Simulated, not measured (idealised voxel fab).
Name of the process module below: voxel wiring stack
It is cross-section cut that appears here, measuring 205 nm in width, its square cells being 5 nm in size.
For the purposes of this document, a cross-section shall be understood as a grid of square cells, specified as bands listed in top-to-bottom order, each band consisting of one or more rows of cells.
Top height, bottom height, nm. Materials left to right, width each, nm. Single material + "everywhere" = fills band edge to edge. "blank" = empty.
Below 0: as-received wafer, all one material; heights counted from there. Lowest band: no bottom, goes on down, written "0 nm and below".
You'd read "30..40" like this: the band's top row of cells is as wide as the first number, its bottom row is as wide as the second, and going down, every row changes width by the same amount as the row before did.
"no change" means the step left every cell of the cross-section as it was.
Closed empty spaces (no open way to the top) of 8 cells or more are what "Sealed voids" lists, each as width x height at distance from the left edge, nm for all three.
after a step's settings: what the simulator itself notes on the step
overlay nm: mask offset rightward from planned place, masked step; negative means leftward offset.

## These are the steps we planned for the process
| 1 | RECEIVE,material Si |
| 2 | CONFORMAL_DEP,material SiO2,thk nm 15 |
| 3 | DIRECTIONAL_DEP,material TiN,thk nm 5 |
| 4 | DIRECTIONAL_DEP,material W,thk nm 15 |
| 5 | MASKED_ETCH,tone cover,mask id METAL_1,width nm 25,pitch nm 55,etch materials W,depth nm 15,overlay nm 0 |
| 6 | MASKED_ETCH,tone cover,mask id METAL_1,width nm 25,pitch nm 55,etch materials TiN,depth nm 5,overlay nm 0 |
| 7 | CONFORMAL_DEP,material SiCN,thk nm 5 |
| 8 | FILL_DEP,material SiO2,thk nm 10 |
| 9 | CMP,height nm 35 |
| 10 | CONFORMAL_DEP,material SiCN,thk nm 5 |
| 11 | DIRECTIONAL_DEP,material SiO2,thk nm 20 |
| 12 | PATTERN,tone open,mask id PLUG_1,material resist,width nm 15,pitch nm 55,thk nm 15,overlay nm 0 |
| 13 | DIRECTIONAL_ETCH,etch materials SiO2,depth nm 20 |
| 14 | DIRECTIONAL_ETCH,etch materials SiCN,depth nm 5 |
| 15 | STRIP,etch materials resist |
| 16 | CONFORMAL_DEP,material TiN,thk nm 5 |
| 17 | FILL_DEP,material Cu,thk nm 5 |
| 18 | CMP,height nm 60 |
| 19 | CONFORMAL_DEP,material SiCN,thk nm 5 |
| 20 | DIRECTIONAL_DEP,material lowk,thk nm 15 |
| 21 | DIRECTIONAL_DEP,material aC,thk nm 10 |
| 22 | PATTERN,tone open,mask id METAL_2,material resist,width nm 25,pitch nm 55,thk nm 25,overlay nm 0 |
| 23 | DIRECTIONAL_ETCH,etch materials aC,depth nm 10 |
| 24 | STRIP,etch materials resist |
| 25 | DIRECTIONAL_ETCH,etch materials lowk,depth nm 15 |
| 26 | DIRECTIONAL_ETCH,etch materials SiCN,depth nm 5 |
| 27 | STRIP,etch materials aC |
| 28 | CONFORMAL_DEP,material TiN,thk nm 5 |
| 29 | FILL_DEP,material Cu,thk nm 10 |
| 30 | CMP,height nm 80 |
| 31 | CONFORMAL_DEP,material SiCN,thk nm 5 |
| 32 | DIRECTIONAL_DEP,material SiO2,thk nm 15 |
| 33 | PATTERN,tone open,mask id PLUG_2,material resist,width nm 15,pitch nm 55,thk nm 20,overlay nm 0 |
| 34 | DIRECTIONAL_ETCH,etch materials SiO2,depth nm 15 |
| 35 | DIRECTIONAL_ETCH,etch materials SiCN,depth nm 5 |
| 36 | STRIP,etch materials resist |
| 37 | EPI,material Ru,thk nm 10 |
| 38 | EPI,material Ru,thk nm 10 |
| 39 | CONFORMAL_DEP,material SiCN,thk nm 5 |
| 40 | DIRECTIONAL_DEP,material SiO2,thk nm 20 |
| 41 | DIRECTIONAL_DEP,material aC,thk nm 10 |
| 42 | PATTERN,tone open,mask id METAL_3,material resist,width nm 25,pitch nm 55,thk nm 25,overlay nm 0 |
| 43 | DIRECTIONAL_ETCH,etch materials aC,depth nm 10 |
| 44 | STRIP,etch materials resist |
| 45 | DIRECTIONAL_ETCH,etch materials SiO2,depth nm 20 |
| 46 | DIRECTIONAL_ETCH,etch materials SiCN,depth nm 5 |
| 47 | STRIP,etch materials aC |
| 48 | CONFORMAL_DEP,material TiN,thk nm 5 |
| 49 | FILL_DEP,material Ru,thk nm 10 |
| 50 | CMP,height nm 125 |
| 51 | CONFORMAL_DEP,material SiN,thk nm 5 |

## Wafer, first of two, run as planned

## Here's what the wafer looked like in cross-section when it arrived - that's after step 1
* 0 nm and below  Si everywhere
* Sealed voids: none

## Upon completion of step 2, the wafer appears in cross-section as shown
* 15 nm to 0 nm  SiO2 everywhere
* Lower than 0, everything is as it was.

## Upon completion of step 3, the wafer appears in cross-section as shown
* 20 nm to 15 nm  TiN everywhere
* Lower than 15, everything is as it was.

## Upon completion of step 4, the wafer appears in cross-section as shown
* 35 nm to 20 nm  W everywhere
* Lower than 20, everything is as it was.

## Upon completion of step 5, the wafer appears in cross-section as shown
* 35 nm to 20 nm  60 nm blank / 25 nm W / 30 nm blank / 25 nm W / 65 nm blank
* Lower than 20, everything is as it was.

## Upon completion of step 6, the wafer appears in cross-section as shown
* 35 nm to 20 nm  60 nm blank / 25 nm W / 30 nm blank / 25 nm W / 65 nm blank
* 20 nm to 15 nm  60 nm blank / 25 nm TiN / 30 nm blank / 25 nm TiN / 65 nm blank
* Lower than 15, everything is as it was.

## Upon completion of step 7, the wafer appears in cross-section as shown
* 40 nm to 35 nm  55 nm blank / 35 nm SiCN / 20 nm blank / 35 nm SiCN / 60 nm blank
* 35 nm to 20 nm  55 nm blank / 5 nm SiCN / 25 nm W / 5 nm SiCN / 20 nm blank / 5 nm SiCN / 25 nm W / 5 nm SiCN / 60 nm blank
* 20 nm to 15 nm  60 nm SiCN / 25 nm TiN / 30 nm SiCN / 25 nm TiN / 65 nm SiCN
* Lower than 15, everything is as it was.

## Upon completion of step 8, the wafer appears in cross-section as shown
* 50 nm to 40 nm  SiO2 everywhere
* 40 nm to 35 nm  55 nm SiO2 / 35 nm SiCN / 20 nm SiO2 / 35 nm SiCN / 60 nm SiO2
* 35 nm to 20 nm  55 nm SiO2 / 5 nm SiCN / 25 nm W / 5 nm SiCN / 20 nm SiO2 / 5 nm SiCN / 25 nm W / 5 nm SiCN / 60 nm SiO2
* Lower than 20, everything is as it was.

## Upon completion of step 9, the wafer appears in cross-section as shown
* 35 nm to 20 nm  55 nm SiO2 / 5 nm SiCN / 25 nm W / 5 nm SiCN / 20 nm SiO2 / 5 nm SiCN / 25 nm W / 5 nm SiCN / 60 nm SiO2
* Lower than 20, everything is as it was.

## Upon completion of step 10, the wafer appears in cross-section as shown
* 40 nm to 35 nm  SiCN everywhere
* Lower than 35, everything is as it was.

## Upon completion of step 11, the wafer appears in cross-section as shown
* 60 nm to 40 nm  SiO2 everywhere
* Lower than 40, everything is as it was.

## Upon completion of step 12, the wafer appears in cross-section as shown
* 75 nm to 60 nm  60 nm resist / 15 nm blank / 40 nm resist / 15 nm blank / 75 nm resist
* Lower than 60, everything is as it was.

## Upon completion of step 13, the wafer appears in cross-section as shown
* 75 nm to 60 nm  60 nm resist / 15 nm blank / 40 nm resist / 15 nm blank / 75 nm resist
* 60 nm to 40 nm  60 nm SiO2 / 15 nm blank / 40 nm SiO2 / 15 nm blank / 75 nm SiO2
* Lower than 40, everything is as it was.

## Upon completion of step 14, the wafer appears in cross-section as shown
* 75 nm to 60 nm  60 nm resist / 15 nm blank / 40 nm resist / 15 nm blank / 75 nm resist
* 60 nm to 40 nm  60 nm SiO2 / 15 nm blank / 40 nm SiO2 / 15 nm blank / 75 nm SiO2
* 40 nm to 35 nm  60 nm SiCN / 15 nm blank / 40 nm SiCN / 15 nm blank / 75 nm SiCN
* Lower than 35, everything is as it was.

## Upon completion of step 15, the wafer appears in cross-section as shown
* 60 nm to 40 nm  60 nm SiO2 / 15 nm blank / 40 nm SiO2 / 15 nm blank / 75 nm SiO2
* Lower than 40, everything is as it was.

## Upon completion of step 16, the wafer appears in cross-section as shown
* 65 nm to 60 nm  65 nm TiN / 5 nm blank / 50 nm TiN / 5 nm blank / 80 nm TiN
* 60 nm to 40 nm  60 nm SiO2 / 5 nm TiN / 5 nm blank / 5 nm TiN / 40 nm SiO2 / 5 nm TiN / 5 nm blank / 5 nm TiN / 75 nm SiO2
* 40 nm to 35 nm  60 nm SiCN / 15 nm TiN / 40 nm SiCN / 15 nm TiN / 75 nm SiCN
* Lower than 35, everything is as it was.

## Upon completion of step 17, the wafer appears in cross-section as shown
* 70 nm to 65 nm  Cu everywhere
* 65 nm to 60 nm  65 nm TiN / 5 nm Cu / 50 nm TiN / 5 nm Cu / 80 nm TiN
* 60 nm to 40 nm  60 nm SiO2 / 5 nm TiN / 5 nm Cu / 5 nm TiN / 40 nm SiO2 / 5 nm TiN / 5 nm Cu / 5 nm TiN / 75 nm SiO2
* Lower than 40, everything is as it was.

## Upon completion of step 18, the wafer appears in cross-section as shown
* 60 nm to 40 nm  60 nm SiO2 / 5 nm TiN / 5 nm Cu / 5 nm TiN / 40 nm SiO2 / 5 nm TiN / 5 nm Cu / 5 nm TiN / 75 nm SiO2
* Lower than 40, everything is as it was.

## Upon completion of step 19, the wafer appears in cross-section as shown
* 65 nm to 60 nm  SiCN everywhere
* Lower than 60, everything is as it was.

## Upon completion of step 20, the wafer appears in cross-section as shown
* 80 nm to 65 nm  lowk everywhere
* Lower than 65, everything is as it was.

## Upon completion of step 21, the wafer appears in cross-section as shown
* 90 nm to 80 nm  aC everywhere
* Lower than 80, everything is as it was.

## Upon completion of step 22, the wafer appears in cross-section as shown
* 115 nm to 90 nm  60 nm resist / 25 nm blank / 30 nm resist / 25 nm blank / 65 nm resist
* Lower than 90, everything is as it was.

## Upon completion of step 23, the wafer appears in cross-section as shown
* 105 nm to 90 nm  60 nm resist / 25 nm blank / 30 nm resist / 25 nm blank / 65 nm resist
* 90 nm to 80 nm  60 nm aC / 25 nm blank / 30 nm aC / 25 nm blank / 65 nm aC
* Lower than 80, everything is as it was.

## Upon completion of step 24, the wafer appears in cross-section as shown
* 90 nm to 80 nm  60 nm aC / 25 nm blank / 30 nm aC / 25 nm blank / 65 nm aC
* Lower than 80, everything is as it was.

## Upon completion of step 25, the wafer appears in cross-section as shown
* 90 nm to 80 nm  60 nm aC / 25 nm blank / 30 nm aC / 25 nm blank / 65 nm aC
* 80 nm to 65 nm  60 nm lowk / 25 nm blank / 30 nm lowk / 25 nm blank / 65 nm lowk
* Lower than 65, everything is as it was.

## Upon completion of step 26, the wafer appears in cross-section as shown
* 90 nm to 80 nm  60 nm aC / 25 nm blank / 30 nm aC / 25 nm blank / 65 nm aC
* 80 nm to 65 nm  60 nm lowk / 25 nm blank / 30 nm lowk / 25 nm blank / 65 nm lowk
* 65 nm to 60 nm  60 nm SiCN / 25 nm blank / 30 nm SiCN / 25 nm blank / 65 nm SiCN
* Lower than 60, everything is as it was.

## Upon completion of step 27, the wafer appears in cross-section as shown
* 80 nm to 65 nm  60 nm lowk / 25 nm blank / 30 nm lowk / 25 nm blank / 65 nm lowk
* Lower than 65, everything is as it was.

## Upon completion of step 28, the wafer appears in cross-section as shown
* 85 nm to 80 nm  65 nm TiN / 15 nm blank / 40 nm TiN / 15 nm blank / 70 nm TiN
* 80 nm to 65 nm  60 nm lowk / 5 nm TiN / 15 nm blank / 5 nm TiN / 30 nm lowk / 5 nm TiN / 15 nm blank / 5 nm TiN / 65 nm lowk
* 65 nm to 60 nm  60 nm SiCN / 25 nm TiN / 30 nm SiCN / 25 nm TiN / 65 nm SiCN
* Lower than 60, everything is as it was.

## Upon completion of step 29, the wafer appears in cross-section as shown
* 95 nm to 85 nm  Cu everywhere
* 85 nm to 80 nm  65 nm TiN / 15 nm Cu / 40 nm TiN / 15 nm Cu / 70 nm TiN
* 80 nm to 65 nm  60 nm lowk / 5 nm TiN / 15 nm Cu / 5 nm TiN / 30 nm lowk / 5 nm TiN / 15 nm Cu / 5 nm TiN / 65 nm lowk
* Lower than 65, everything is as it was.

## Upon completion of step 30, the wafer appears in cross-section as shown
* 80 nm to 65 nm  60 nm lowk / 5 nm TiN / 15 nm Cu / 5 nm TiN / 30 nm lowk / 5 nm TiN / 15 nm Cu / 5 nm TiN / 65 nm lowk
* Lower than 65, everything is as it was.

## Upon completion of step 31, the wafer appears in cross-section as shown
* 85 nm to 80 nm  SiCN everywhere
* Lower than 80, everything is as it was.

## Upon completion of step 32, the wafer appears in cross-section as shown
* 100 nm to 85 nm  SiO2 everywhere
* Lower than 85, everything is as it was.

## Upon completion of step 33, the wafer appears in cross-section as shown
* 120 nm to 100 nm  60 nm resist / 15 nm blank / 40 nm resist / 15 nm blank / 75 nm resist
* Lower than 100, everything is as it was.

## Upon completion of step 34, the wafer appears in cross-section as shown
* 120 nm to 100 nm  60 nm resist / 15 nm blank / 40 nm resist / 15 nm blank / 75 nm resist
* 100 nm to 85 nm  60 nm SiO2 / 15 nm blank / 40 nm SiO2 / 15 nm blank / 75 nm SiO2
* Lower than 85, everything is as it was.

## Upon completion of step 35, the wafer appears in cross-section as shown
* 120 nm to 100 nm  60 nm resist / 15 nm blank / 40 nm resist / 15 nm blank / 75 nm resist
* 100 nm to 85 nm  60 nm SiO2 / 15 nm blank / 40 nm SiO2 / 15 nm blank / 75 nm SiO2
* 85 nm to 80 nm  60 nm SiCN / 15 nm blank / 40 nm SiCN / 15 nm blank / 75 nm SiCN
* Lower than 80, everything is as it was.

## Upon completion of step 36, the wafer appears in cross-section as shown
* 100 nm to 85 nm  60 nm SiO2 / 15 nm blank / 40 nm SiO2 / 15 nm blank / 75 nm SiO2
* Lower than 85, everything is as it was.

## Upon completion of step 37, the wafer appears in cross-section as shown
* 100 nm to 90 nm  60 nm SiO2 / 15 nm blank / 40 nm SiO2 / 15 nm blank / 75 nm SiO2
* 90 nm to 85 nm  60 nm SiO2 / 15 nm Ru / 40 nm SiO2 / 15 nm Ru / 75 nm SiO2
* 85 nm to 80 nm  60 nm SiCN / 15 nm Ru / 40 nm SiCN / 15 nm Ru / 75 nm SiCN
* Lower than 80, everything is as it was.

## Upon completion of step 38, the wafer appears in cross-section as shown
* 100 nm to 85 nm  60 nm SiO2 / 15 nm Ru / 40 nm SiO2 / 15 nm Ru / 75 nm SiO2
* Lower than 85, everything is as it was.

## Upon completion of step 39, the wafer appears in cross-section as shown
* 105 nm to 100 nm  SiCN everywhere
* Lower than 100, everything is as it was.

## Upon completion of step 40, the wafer appears in cross-section as shown
* 125 nm to 105 nm  SiO2 everywhere
* Lower than 105, everything is as it was.

## Upon completion of step 41, the wafer appears in cross-section as shown
* 135 nm to 125 nm  aC everywhere
* Lower than 125, everything is as it was.

## Upon completion of step 42, the wafer appears in cross-section as shown
* 160 nm to 135 nm  60 nm resist / 25 nm blank / 30 nm resist / 25 nm blank / 65 nm resist
* Lower than 135, everything is as it was.

## Upon completion of step 43, the wafer appears in cross-section as shown
* 150 nm to 135 nm  60 nm resist / 25 nm blank / 30 nm resist / 25 nm blank / 65 nm resist
* 135 nm to 125 nm  60 nm aC / 25 nm blank / 30 nm aC / 25 nm blank / 65 nm aC
* Lower than 125, everything is as it was.

## Upon completion of step 44, the wafer appears in cross-section as shown
* 135 nm to 125 nm  60 nm aC / 25 nm blank / 30 nm aC / 25 nm blank / 65 nm aC
* Lower than 125, everything is as it was.

## Upon completion of step 45, the wafer appears in cross-section as shown
* 135 nm to 125 nm  60 nm aC / 25 nm blank / 30 nm aC / 25 nm blank / 65 nm aC
* 125 nm to 105 nm  60 nm SiO2 / 25 nm blank / 30 nm SiO2 / 25 nm blank / 65 nm SiO2
* Lower than 105, everything is as it was.

## Upon completion of step 46, the wafer appears in cross-section as shown
* 135 nm to 125 nm  60 nm aC / 25 nm blank / 30 nm aC / 25 nm blank / 65 nm aC
* 125 nm to 105 nm  60 nm SiO2 / 25 nm blank / 30 nm SiO2 / 25 nm blank / 65 nm SiO2
* 105 nm to 100 nm  60 nm SiCN / 25 nm blank / 30 nm SiCN / 25 nm blank / 65 nm SiCN
* Lower than 100, everything is as it was.

## Upon completion of step 47, the wafer appears in cross-section as shown
* 125 nm to 105 nm  60 nm SiO2 / 25 nm blank / 30 nm SiO2 / 25 nm blank / 65 nm SiO2
* Lower than 105, everything is as it was.

## Upon completion of step 48, the wafer appears in cross-section as shown
* 130 nm to 125 nm  65 nm TiN / 15 nm blank / 40 nm TiN / 15 nm blank / 70 nm TiN
* 125 nm to 105 nm  60 nm SiO2 / 5 nm TiN / 15 nm blank / 5 nm TiN / 30 nm SiO2 / 5 nm TiN / 15 nm blank / 5 nm TiN / 65 nm SiO2
* 105 nm to 100 nm  60 nm SiCN / 25 nm TiN / 30 nm SiCN / 25 nm TiN / 65 nm SiCN
* Lower than 100, everything is as it was.

## Upon completion of step 49, the wafer appears in cross-section as shown
* 140 nm to 130 nm  Ru everywhere
* 130 nm to 125 nm  65 nm TiN / 15 nm Ru / 40 nm TiN / 15 nm Ru / 70 nm TiN
* 125 nm to 105 nm  60 nm SiO2 / 5 nm TiN / 15 nm Ru / 5 nm TiN / 30 nm SiO2 / 5 nm TiN / 15 nm Ru / 5 nm TiN / 65 nm SiO2
* Lower than 105, everything is as it was.

## Upon completion of step 50, the wafer appears in cross-section as shown
* 125 nm to 105 nm  60 nm SiO2 / 5 nm TiN / 15 nm Ru / 5 nm TiN / 30 nm SiO2 / 5 nm TiN / 15 nm Ru / 5 nm TiN / 65 nm SiO2
* Lower than 105, everything is as it was.

## Upon completion of step 51, the wafer appears in cross-section as shown
* 130 nm to 125 nm  SiN everywhere
* Lower than 125, everything is as it was.

## Wafer two. Same start, same plan, one slip in execution. Same as wafer one through step 11, inclusive

## Cross-sectional view of the second wafer at the intended end time of process step 12
* 75 nm to 60 nm  60 nm blank / 15 nm resist / 40 nm blank / 15 nm resist / 75 nm blank
* Lower than 60, everything is as it was.

## Cross-sectional view of the second wafer at the intended end time of process step 13
* 75 nm to 60 nm  60 nm blank / 15 nm resist / 40 nm blank / 15 nm resist / 75 nm blank
* 60 nm to 40 nm  60 nm blank / 15 nm SiO2 / 40 nm blank / 15 nm SiO2 / 75 nm blank
* Lower than 40, everything is as it was.

## Cross-sectional view of the second wafer at the intended end time of process step 14
* 75 nm to 60 nm  60 nm blank / 15 nm resist / 40 nm blank / 15 nm resist / 75 nm blank
* 60 nm to 40 nm  60 nm blank / 15 nm SiO2 / 40 nm blank / 15 nm SiO2 / 75 nm blank
* 40 nm to 35 nm  60 nm blank / 15 nm SiCN / 40 nm blank / 15 nm SiCN / 75 nm blank
* Lower than 35, everything is as it was.

## Cross-sectional view of the second wafer at the intended end time of process step 15
* 60 nm to 40 nm  60 nm blank / 15 nm SiO2 / 40 nm blank / 15 nm SiO2 / 75 nm blank
* Lower than 40, everything is as it was.

## Cross-sectional view of the second wafer at the intended end time of process step 16
* 65 nm to 60 nm  55 nm blank / 25 nm TiN / 30 nm blank / 25 nm TiN / 70 nm blank
* 60 nm to 40 nm  55 nm blank / 5 nm TiN / 15 nm SiO2 / 5 nm TiN / 30 nm blank / 5 nm TiN / 15 nm SiO2 / 5 nm TiN / 70 nm blank
* 40 nm to 35 nm  60 nm TiN / 15 nm SiCN / 40 nm TiN / 15 nm SiCN / 75 nm TiN
* Lower than 35, everything is as it was.

## Cross-sectional view of the second wafer at the intended end time of process step 17
* 70 nm to 65 nm  Cu everywhere
* 65 nm to 60 nm  55 nm Cu / 25 nm TiN / 30 nm Cu / 25 nm TiN / 70 nm Cu
* 60 nm to 40 nm  55 nm Cu / 5 nm TiN / 15 nm SiO2 / 5 nm TiN / 30 nm Cu / 5 nm TiN / 15 nm SiO2 / 5 nm TiN / 70 nm Cu
* Lower than 40, everything is as it was.

## Cross-sectional view of the second wafer at the intended end time of process step 18
* 60 nm to 40 nm  55 nm Cu / 5 nm TiN / 15 nm SiO2 / 5 nm TiN / 30 nm Cu / 5 nm TiN / 15 nm SiO2 / 5 nm TiN / 70 nm Cu
* Lower than 40, everything is as it was.

## Cross-sectional view of the second wafer at the intended end time of process step 19
* 65 nm to 60 nm  SiCN everywhere
* Lower than 60, everything is as it was.

## Cross-sectional view of the second wafer at the intended end time of process step 20
* 80 nm to 65 nm  lowk everywhere
* Lower than 65, everything is as it was.

## Cross-sectional view of the second wafer at the intended end time of process step 21
* 90 nm to 80 nm  aC everywhere
* Lower than 80, everything is as it was.

## Cross-sectional view of the second wafer at the intended end time of process step 22
* 115 nm to 90 nm  60 nm resist / 25 nm blank / 30 nm resist / 25 nm blank / 65 nm resist
* Lower than 90, everything is as it was.

## Cross-sectional view of the second wafer at the intended end time of process step 23
* 105 nm to 90 nm  60 nm resist / 25 nm blank / 30 nm resist / 25 nm blank / 65 nm resist
* 90 nm to 80 nm  60 nm aC / 25 nm blank / 30 nm aC / 25 nm blank / 65 nm aC
* Lower than 80, everything is as it was.

## Cross-sectional view of the second wafer at the intended end time of process step 24
* 90 nm to 80 nm  60 nm aC / 25 nm blank / 30 nm aC / 25 nm blank / 65 nm aC
* Lower than 80, everything is as it was.

## Cross-sectional view of the second wafer at the intended end time of process step 25
* 90 nm to 80 nm  60 nm aC / 25 nm blank / 30 nm aC / 25 nm blank / 65 nm aC
* 80 nm to 65 nm  60 nm lowk / 25 nm blank / 30 nm lowk / 25 nm blank / 65 nm lowk
* Lower than 65, everything is as it was.

## Cross-sectional view of the second wafer at the intended end time of process step 26
* 90 nm to 80 nm  60 nm aC / 25 nm blank / 30 nm aC / 25 nm blank / 65 nm aC
* 80 nm to 65 nm  60 nm lowk / 25 nm blank / 30 nm lowk / 25 nm blank / 65 nm lowk
* 65 nm to 60 nm  60 nm SiCN / 25 nm blank / 30 nm SiCN / 25 nm blank / 65 nm SiCN
* Lower than 60, everything is as it was.

## Cross-sectional view of the second wafer at the intended end time of process step 27
* 80 nm to 65 nm  60 nm lowk / 25 nm blank / 30 nm lowk / 25 nm blank / 65 nm lowk
* Lower than 65, everything is as it was.

## Cross-sectional view of the second wafer at the intended end time of process step 28
* 85 nm to 80 nm  65 nm TiN / 15 nm blank / 40 nm TiN / 15 nm blank / 70 nm TiN
* 80 nm to 65 nm  60 nm lowk / 5 nm TiN / 15 nm blank / 5 nm TiN / 30 nm lowk / 5 nm TiN / 15 nm blank / 5 nm TiN / 65 nm lowk
* 65 nm to 60 nm  60 nm SiCN / 25 nm TiN / 30 nm SiCN / 25 nm TiN / 65 nm SiCN
* Lower than 60, everything is as it was.

## Cross-sectional view of the second wafer at the intended end time of process step 29
* 95 nm to 85 nm  Cu everywhere
* 85 nm to 80 nm  65 nm TiN / 15 nm Cu / 40 nm TiN / 15 nm Cu / 70 nm TiN
* 80 nm to 65 nm  60 nm lowk / 5 nm TiN / 15 nm Cu / 5 nm TiN / 30 nm lowk / 5 nm TiN / 15 nm Cu / 5 nm TiN / 65 nm lowk
* Lower than 65, everything is as it was.

## Cross-sectional view of the second wafer at the intended end time of process step 30
* 80 nm to 65 nm  60 nm lowk / 5 nm TiN / 15 nm Cu / 5 nm TiN / 30 nm lowk / 5 nm TiN / 15 nm Cu / 5 nm TiN / 65 nm lowk
* Lower than 65, everything is as it was.

## Cross-sectional view of the second wafer at the intended end time of process step 31
* 85 nm to 80 nm  SiCN everywhere
* Lower than 80, everything is as it was.

## Cross-sectional view of the second wafer at the intended end time of process step 32
* 100 nm to 85 nm  SiO2 everywhere
* Lower than 85, everything is as it was.

## Cross-sectional view of the second wafer at the intended end time of process step 33
* 120 nm to 100 nm  60 nm resist / 15 nm blank / 40 nm resist / 15 nm blank / 75 nm resist
* Lower than 100, everything is as it was.

## Cross-sectional view of the second wafer at the intended end time of process step 34
* 120 nm to 100 nm  60 nm resist / 15 nm blank / 40 nm resist / 15 nm blank / 75 nm resist
* 100 nm to 85 nm  60 nm SiO2 / 15 nm blank / 40 nm SiO2 / 15 nm blank / 75 nm SiO2
* Lower than 85, everything is as it was.

## Cross-sectional view of the second wafer at the intended end time of process step 35
* 120 nm to 100 nm  60 nm resist / 15 nm blank / 40 nm resist / 15 nm blank / 75 nm resist
* 100 nm to 85 nm  60 nm SiO2 / 15 nm blank / 40 nm SiO2 / 15 nm blank / 75 nm SiO2
* 85 nm to 80 nm  60 nm SiCN / 15 nm blank / 40 nm SiCN / 15 nm blank / 75 nm SiCN
* Lower than 80, everything is as it was.

## Cross-sectional view of the second wafer at the intended end time of process step 36
* 100 nm to 85 nm  60 nm SiO2 / 15 nm blank / 40 nm SiO2 / 15 nm blank / 75 nm SiO2
* Lower than 85, everything is as it was.

## Cross-sectional view of the second wafer at the intended end time of process step 37
* 100 nm to 90 nm  60 nm SiO2 / 15 nm blank / 40 nm SiO2 / 15 nm blank / 75 nm SiO2
* 90 nm to 85 nm  60 nm SiO2 / 15 nm Ru / 40 nm SiO2 / 15 nm Ru / 75 nm SiO2
* 85 nm to 80 nm  60 nm SiCN / 15 nm Ru / 40 nm SiCN / 15 nm Ru / 75 nm SiCN
* Lower than 80, everything is as it was.

## Cross-sectional view of the second wafer at the intended end time of process step 38
* 100 nm to 85 nm  60 nm SiO2 / 15 nm Ru / 40 nm SiO2 / 15 nm Ru / 75 nm SiO2
* Lower than 85, everything is as it was.

## Cross-sectional view of the second wafer at the intended end time of process step 39
* 105 nm to 100 nm  SiCN everywhere
* Lower than 100, everything is as it was.

## Cross-sectional view of the second wafer at the intended end time of process step 40
* 125 nm to 105 nm  SiO2 everywhere
* Lower than 105, everything is as it was.

## Cross-sectional view of the second wafer at the intended end time of process step 41
* 135 nm to 125 nm  aC everywhere
* Lower than 125, everything is as it was.

## Cross-sectional view of the second wafer at the intended end time of process step 42
* 160 nm to 135 nm  60 nm resist / 25 nm blank / 30 nm resist / 25 nm blank / 65 nm resist
* Lower than 135, everything is as it was.

## Cross-sectional view of the second wafer at the intended end time of process step 43
* 150 nm to 135 nm  60 nm resist / 25 nm blank / 30 nm resist / 25 nm blank / 65 nm resist
* 135 nm to 125 nm  60 nm aC / 25 nm blank / 30 nm aC / 25 nm blank / 65 nm aC
* Lower than 125, everything is as it was.

## Cross-sectional view of the second wafer at the intended end time of process step 44
* 135 nm to 125 nm  60 nm aC / 25 nm blank / 30 nm aC / 25 nm blank / 65 nm aC
* Lower than 125, everything is as it was.

## Cross-sectional view of the second wafer at the intended end time of process step 45
* 135 nm to 125 nm  60 nm aC / 25 nm blank / 30 nm aC / 25 nm blank / 65 nm aC
* 125 nm to 105 nm  60 nm SiO2 / 25 nm blank / 30 nm SiO2 / 25 nm blank / 65 nm SiO2
* Lower than 105, everything is as it was.

## Cross-sectional view of the second wafer at the intended end time of process step 46
* 135 nm to 125 nm  60 nm aC / 25 nm blank / 30 nm aC / 25 nm blank / 65 nm aC
* 125 nm to 105 nm  60 nm SiO2 / 25 nm blank / 30 nm SiO2 / 25 nm blank / 65 nm SiO2
* 105 nm to 100 nm  60 nm SiCN / 25 nm blank / 30 nm SiCN / 25 nm blank / 65 nm SiCN
* Lower than 100, everything is as it was.

## Cross-sectional view of the second wafer at the intended end time of process step 47
* 125 nm to 105 nm  60 nm SiO2 / 25 nm blank / 30 nm SiO2 / 25 nm blank / 65 nm SiO2
* Lower than 105, everything is as it was.

## Cross-sectional view of the second wafer at the intended end time of process step 48
* 130 nm to 125 nm  65 nm TiN / 15 nm blank / 40 nm TiN / 15 nm blank / 70 nm TiN
* 125 nm to 105 nm  60 nm SiO2 / 5 nm TiN / 15 nm blank / 5 nm TiN / 30 nm SiO2 / 5 nm TiN / 15 nm blank / 5 nm TiN / 65 nm SiO2
* 105 nm to 100 nm  60 nm SiCN / 25 nm TiN / 30 nm SiCN / 25 nm TiN / 65 nm SiCN
* Lower than 100, everything is as it was.

## Cross-sectional view of the second wafer at the intended end time of process step 49
* 140 nm to 130 nm  Ru everywhere
* 130 nm to 125 nm  65 nm TiN / 15 nm Ru / 40 nm TiN / 15 nm Ru / 70 nm TiN
* 125 nm to 105 nm  60 nm SiO2 / 5 nm TiN / 15 nm Ru / 5 nm TiN / 30 nm SiO2 / 5 nm TiN / 15 nm Ru / 5 nm TiN / 65 nm SiO2
* Lower than 105, everything is as it was.

## Cross-sectional view of the second wafer at the intended end time of process step 50
* 125 nm to 105 nm  60 nm SiO2 / 5 nm TiN / 15 nm Ru / 5 nm TiN / 30 nm SiO2 / 5 nm TiN / 15 nm Ru / 5 nm TiN / 65 nm SiO2
* Lower than 105, everything is as it was.

## Cross-sectional view of the second wafer at the intended end time of process step 51
* 130 nm to 125 nm  SiN everywhere
* Lower than 125, everything is as it was.
Which mistake was made when the wafer was run? rather than as planned, step 12 actually ran as PATTERN,tone cover,mask id PLUG_1,material resist,width nm 15,pitch nm 55,thk nm 15,overlay nm 0
Bottom line after processing is that, in cells, the second wafer is up or down on some materials versus the first: +116 Cu | -29 SiCN | -116 SiO2 | +29 TiN
